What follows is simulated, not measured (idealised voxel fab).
Herein follows the process module entitled voxel ribs on slabs.
Square cell edge 5 nm, section width 195 nm, ID cut.
Cross-section = grid of square cells, listed top down in bands; band = one or more rows.
Band: top height; bottom height; in nm. Then, left to right: material with width in nm, for each material. "full width": a single material spanning edge to edge. "empty": empty space.
All heights in this document are referenced to 0, defined as the level beneath which the wafer, as received, consists entirely of one material. The lowest band is not bounded below; it extends indefinitely downward and is written in the form "0 -> down".
Read "30->40" as a graded width: first number on top, second number at the bottom, same change between each pair of neighbouring rows.
No cell of the cross-section changed in a step that is given as "nothing altered".
Any empty space of 8 cells or more lacking an open way to the top shows up in "Closed void register" as width x height at distance, distance from the left edge, in nm.
Read whatever lies past the settings on a step's line as the simulator's own remark about the step.
overlay nm, on a step with a mask: how far to the right of its planned place the mask lay; to the left if negative

Planned process steps:
1: RECEIVE with material Si
2: DIRECTIONAL_DEP with material SiO2, thk nm 20
3: DIRECTIONAL_DEP with material polySi, thk nm 25
4: PATTERN with tone cover, mask id RIB, material resist, width nm 20, thk nm 15, overlay nm 0
5: DIRECTIONAL_ETCH with etch materials polySi, depth nm 15
6: STRIP with etch materials resist
7: DIRECTIONAL_DEP with material aC, thk nm 10
8: PATTERN with tone cover, mask id SLAB, material resist, width nm 80, thk nm 25, overlay nm 0
9: DIRECTIONAL_ETCH with etch materials aC, depth nm 10
10: STRIP with etch materials resist
11: DIRECTIONAL_ETCH with etch materials polySi, depth nm 10
12: STRIP with etch materials aC
13: FILL_DEP with material SiO2, thk nm 20
14: CMP with height nm 60
15: DIRECTIONAL_DEP with material TiN, thk nm 5
16: PATTERN with tone cover, mask id HEATER, material resist, width nm 30, thk nm 15, overlay nm 0
17: DIRECTIONAL_ETCH with etch materials TiN, depth nm 5
18: STRIP with etch materials resist
19: CONFORMAL_DEP with material SiO2, thk nm 10

On the first of the two wafers: run conducted according to plan:

Cross-section of the incoming wafer, state after step 1:
> 0 -> down | Si full width
> Closed void register: none

State of the wafer after step 2, shown in cross-section:
> 20 -> 0 | SiO2 full width
> Below 0, the layers are the same as they were.

State of the wafer after step 3, shown in cross-section:
> 45 -> 20 | polySi full width
> Below 20, the layers are the same as they were.

State of the wafer after step 4, shown in cross-section:
> 60 -> 45 | empty (85); resist (20); empty (90)
> Below 45, the layers are the same as they were.

State of the wafer after step 5, shown in cross-section:
> 60 -> 45 | empty (85); resist (20); empty (90)
> 45 -> 30 | empty (85); polySi (20); empty (90)
> Below 30, the layers are the same as they were.

State of the wafer after step 6, shown in cross-section:
> 45 -> 30 | empty (85); polySi (20); empty (90)
> Below 30, the layers are the same as they were.

State of the wafer after step 7, shown in cross-section:
> 55 -> 45 | empty (85); aC (20); empty (90)
> 45 -> 40 | empty (85); polySi (20); empty (90)
> 40 -> 30 | aC (85); polySi (20); aC (90)
> Below 30, the layers are the same as they were.

State of the wafer after step 8, shown in cross-section:
> 80 -> 55 | empty (55); resist (80); empty (60)
> 55 -> 45 | empty (55); resist (30); aC (20); resist (30); empty (60)
> 45 -> 40 | empty (55); resist (30); polySi (20); resist (30); empty (60)
> Below 40, the layers are the same as they were.

State of the wafer after step 9, shown in cross-section:
> 70 -> 55 | empty (55); resist (80); empty (60)
> 55 -> 45 | empty (55); resist (30); aC (20); resist (30); empty (60)
> 45 -> 40 | empty (55); resist (30); polySi (20); resist (30); empty (60)
> 40 -> 30 | empty (55); aC (30); polySi (20); aC (30); empty (60)
> Below 30, the layers are the same as they were.

State of the wafer after step 10, shown in cross-section:
> 55 -> 45 | empty (85); aC (20); empty (90)
> 45 -> 40 | empty (85); polySi (20); empty (90)
> Below 40, the layers are the same as they were.

State of the wafer after step 11, shown in cross-section:
> 55 -> 45 | empty (85); aC (20); empty (90)
> 45 -> 40 | empty (85); polySi (20); empty (90)
> 40 -> 30 | empty (55); aC (30); polySi (20); aC (30); empty (60)
> 30 -> 20 | empty (55); polySi (80); empty (60)
> Below 20, the layers are the same as they were.

State of the wafer after step 12, shown in cross-section:
> 45 -> 30 | empty (85); polySi (20); empty (90)
> Below 30, the layers are the same as they were.

State of the wafer after step 13, shown in cross-section:
> 65 -> 45 | SiO2 full width
> 45 -> 30 | SiO2 (85); polySi (20); SiO2 (90)
> 30 -> 20 | SiO2 (55); polySi (80); SiO2 (60)
> Below 20, the layers are the same as they were.

State of the wafer after step 14, shown in cross-section:
> 60 -> 45 | SiO2 full width
> Below 45, the layers are the same as they were.

State of the wafer after step 15, shown in cross-section:
> 65 -> 60 | TiN full width
> Below 60, the layers are the same as they were.

State of the wafer after step 16, shown in cross-section:
> 80 -> 65 | empty (80); resist (30); empty (85)
> Below 65, the layers are the same as they were.

State of the wafer after step 17, shown in cross-section:
> 80 -> 65 | empty (80); resist (30); empty (85)
> 65 -> 60 | empty (80); TiN (30); empty (85)
> Below 60, the layers are the same as they were.

State of the wafer after step 18, shown in cross-section:
> 65 -> 60 | empty (80); TiN (30); empty (85)
> Below 60, the layers are the same as they were.

State of the wafer after step 19, shown in cross-section:
> 75 -> 70 | empty (70); SiO2 (50); empty (75)
> 70 -> 65 | SiO2 full width
> 65 -> 60 | SiO2 (80); TiN (30); SiO2 (85)
> Below 60, the layers are the same as they were.

Second wafer, same starting state and plan as the first, one mistake in the run, identical through step 15:

Second wafer cross-section, taken as of the time the plan sets for step 16 to be done:
> 80 -> 65 | resist (80); empty (30); resist (85)
> Below 65, the layers are the same as they were.

Second wafer cross-section, taken as of the time the plan sets for step 17 to be done:
> 80 -> 65 | resist (80); empty (30); resist (85)
> 65 -> 60 | TiN (80); empty (30); TiN (85)
> Below 60, the layers are the same as they were.

Second wafer cross-section, taken as of the time the plan sets for step 18 to be done:
> 65 -> 60 | TiN (80); empty (30); TiN (85)
> Below 60, the layers are the same as they were.

Second wafer cross-section, taken as of the time the plan sets for step 19 to be done:
> 75 -> 70 | SiO2 (90); empty (10); SiO2 (95)
> 70 -> 65 | SiO2 full width
> 65 -> 60 | TiN (80); SiO2 (30); TiN (85)
> Below 60, the layers are the same as they were.
Short version of what went wrong: step 16 ran differently from the plan; actual operation with settings: PATTERN with tone open, mask id HEATER, material resist, width nm 30, thk nm 15, overlay nm 0
Wrapping up, a cell-based count of both wafers puts the second over or under the first for these materials: +27 TiN
